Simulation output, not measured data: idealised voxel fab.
Process module heading - voxel air gaps
Displayed cross-section: cut, width of 270 nm, square cells sized 5 nm.
For the purposes of this document, a cross-section shall be understood as a grid of square cells, specified as bands listed in top-to-bottom order, each band consisting of one or more rows of cells. A band entry consists of two parts. The first gives the height of the band's top and the height of its bottom, in nm. The rest lists the band's materials from left to right, each with its width in nm. A single material labelled with the word "full width" fills the band from edge to edge, and the word "empty" marks empty space. Convention: height 0 is the level below which the wafer, as received, is all one material. The lowest band does not terminate at the bottom but continues downward, represented as "0 and below". Width spec "30->40" -> top row of cells at first value, bottom row at second value, equal per-row change in between. Basically "everything unchanged" means that step didn't change any cell in the cross-section. Empty spaces counting at least 8 cells and having no open way to the top are listed in "Sealed void list". The notation width x height at distance is used for each, the distance being from the left edge and all three values in nm. Text after the settings on a step's line: the simulator's own remark on that step. overlay nm: mask right of planned place by this much (step with mask). Neg. = left.

List of planned process steps:
1,RECEIVE with material Si
2,CONFORMAL_DEP with material SiO2, thk nm 15
3,CONFORMAL_DEP with material SiCN, thk nm 5
4,DIRECTIONAL_DEP with material SiO2, thk nm 30
5,PATTERN with tone open, mask id LINES, material resist, width nm 25, pitch nm 50, thk nm 20, overlay nm 0
6,DIRECTIONAL_ETCH with etch materials SiO2, depth nm 30
7,STRIP with etch materials resist
8,CONFORMAL_DEP with material TiN, thk nm 5
9,FILL_DEP with material Ru, thk nm 10
10,CMP with height nm 40
11,EPI with material Ru, thk nm 10
12,SELECTIVE_ETCH with etch materials SiO2, depth nm 40
13,CONFORMAL_DEP with material SiCN, thk nm 5
All wafers enter the flow in the same state. The height nm at step 10 differs from wafer to wafer, and the plan gives the value for the first wafer.

Cross-section of the first of several wafers as received (after step 1):
> 0 and below | Si full width
> Sealed void list: none

Here is how to read the rows: every wafer has a row, and it shows the wafer at the end of the module, giving for each material how many cells were gained (+) or lost (-) since the wafer was received, then listing its closed voids:
height nm 40; +108 Ru; +176 SiCN; +162 SiO2; +44 TiN; Sealed void list: none
height nm 45; +120 Ru; +184 SiCN; +162 SiO2; +52 TiN; Sealed void list: 15 x 15 at 75; 15 x 15 at 125; 15 x 15 at 175
height nm 50; +132 Ru; +192 SiCN; +162 SiO2; +60 TiN; Sealed void list: 15 x 20 at 75; 15 x 20 at 125; 15 x 20 at 175
height nm 55; +180 Ru; +108 SiCN; +366 SiO2; +102 TiN; Sealed void list: none
height nm 60; +234 Ru; +108 SiCN; +366 SiO2; +102 TiN; Sealed void list: none
height nm 65; +288 Ru; +108 SiCN; +366 SiO2; +102 TiN; Sealed void list: none
